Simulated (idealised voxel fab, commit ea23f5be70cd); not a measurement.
Title: Process Module voxel capacitor over wiring
Cross-section cut spans 245 nm and uses square cells 5 nm in size.
Cross-section = grid of square cells, listed top down in bands; band = one or more rows.
The band entry comprises the height of the band's top followed by the height of its bottom, expressed in nm, and subsequently the band's materials from left to right, each stated together with its width in nm. Where a single material is marked with the word "all across", that material fills the band from edge to edge. The word "air" represents empty space.
Beneath 0, the wafer as received is one material, and that level is where height counting begins. The lowest band goes on downward without a bottom; it is written like "0..down".
You'd read "30 to 40" like this: the band's top row of cells is as wide as the first number, its bottom row is as wide as the second, and going down, every row changes width by the same amount as the row before did.
It should be understood that the words "no change occurred", when stated for a given step, signify that the cross-section underwent no change in any of its cells during that step.
Look at "Closed void table" for the closed voids: empty spaces with no open path to the top, sized 8 cells or up. Each is width x height at distance, distance from the left edge, all nm.
What comes after the settings on a step's line is commentary from the simulator itself on that step.
overlay nm: mask offset rightward from planned place, masked step; negative means leftward offset.
THESE ARE THE STEPS WE PLANNED FOR THE PROCESS
1. RECEIVE with material Si
2. CONFORMAL_DEP with material SiO2, thk nm 10
3. CONFORMAL_DEP with material SiN, thk nm 5
4. DIRECTIONAL_DEP with material SiO2, thk nm 15
5. DIRECTIONAL_DEP with material aC, thk nm 15
6. PATTERN with tone open, mask id METAL_1, material resist, width nm 25, pitch nm 75, thk nm 30, overlay nm 0
7. DIRECTIONAL_ETCH with etch materials aC, depth nm 15
8. STRIP with etch materials resist
9. DIRECTIONAL_ETCH with etch materials SiO2, depth nm 15
10. DIRECTIONAL_ETCH with etch materials SiN, depth nm 5
11. STRIP with etch materials aC
12. CONFORMAL_DEP with material TiN, thk nm 5
13. FILL_DEP with material Cu, thk nm 5
14. CMP with height nm 30
15. CONFORMAL_DEP with material SiCN, thk nm 5
16. DIRECTIONAL_DEP with material lowk, thk nm 15
17. PATTERN with tone open, mask id PLUG_1, material resist, width nm 15, thk nm 20, overlay nm 0
18. DIRECTIONAL_ETCH with etch materials lowk, depth nm 15
19. DIRECTIONAL_ETCH with etch materials SiCN, depth nm 5
20. STRIP with etch materials resist
21. CONFORMAL_DEP with material TiN, thk nm 5
22. FILL_DEP with material Ru, thk nm 10
23. CMP with height nm 50
24. DIRECTIONAL_DEP with material TiN, thk nm 10
25. DIRECTIONAL_DEP with material HfO2, thk nm 5
26. DIRECTIONAL_DEP with material TiN, thk nm 10
27. MASKED_ETCH with tone cover, mask id UPPER_PLATE, width nm 55, etch materials TiN, depth nm 10, overlay nm 0
28. MASKED_ETCH with tone cover, mask id UPPER_PLATE, width nm 55, etch materials HfO2, depth nm 5, overlay nm 0
29. PATTERN with tone cover, mask id LOWER_PLATE, material resist, width nm 65, thk nm 20, overlay nm 0
30. DIRECTIONAL_ETCH with etch materials TiN, depth nm 10
31. STRIP with etch materials resist
32. FILL_DEP with material SiO2, thk nm 15
33. CMP with height nm 85
34. DIRECTIONAL_DEP with material aC, thk nm 10
35. PATTERN with tone open, mask id PLUG_2, material resist, width nm 15, thk nm 30, overlay nm 0
36. DIRECTIONAL_ETCH with etch materials aC, depth nm 10
37. STRIP with etch materials resist
38. DIRECTIONAL_ETCH with etch materials SiO2, depth nm 10
39. STRIP with etch materials aC
40. CONFORMAL_DEP with material TiN, thk nm 5
41. FILL_DEP with material Ru, thk nm 10
42. CMP with height nm 85
43. CONFORMAL_DEP with material SiN, thk nm 5
SO THIS IS THE INCOMING WAFER IN CROSS-SECTION - IT'S ALREADY BEEN THROUGH STEP 1
0..down: Si all across
Closed void table: none
FINAL WAFER PROFILE IN CROSS-SECTION AFTER THE MODULE, FROM THE SAME START AND PLAN AS ABOVE, WITH ONE MISTAKE MADE DURING PROCESSING
90..85: SiN all across
85..80: 90 nm SiO2, 5 nm TiN, 5 nm Ru, 5 nm TiN, 140 nm SiO2
80..75: 90 nm SiO2, 15 nm TiN, 140 nm SiO2
75..70: 80 nm SiO2, 55 nm HfO2, 110 nm SiO2
70..60: 75 nm SiO2, 65 nm TiN, 105 nm SiO2
60..50: TiN all across
50..35: 80 nm lowk, 5 nm TiN, 5 nm Ru, 5 nm TiN, 150 nm lowk
35..30: 80 nm SiCN, 15 nm TiN, 150 nm SiCN
30..15: 70 nm SiO2, 5 nm TiN, 15 nm Cu, 5 nm TiN, 50 nm SiO2, 5 nm TiN, 15 nm Cu, 5 nm TiN, 75 nm SiO2
15..10: 70 nm SiN, 25 nm TiN, 50 nm SiN, 25 nm TiN, 75 nm SiN
10..0: SiO2 all across
0..down: Si all across
Closed void table: none
It is concluded that the wafer was processed incorrectly with respect to the plan, in that the run placed steps 25 and 26 each in the position the plan gave to the other
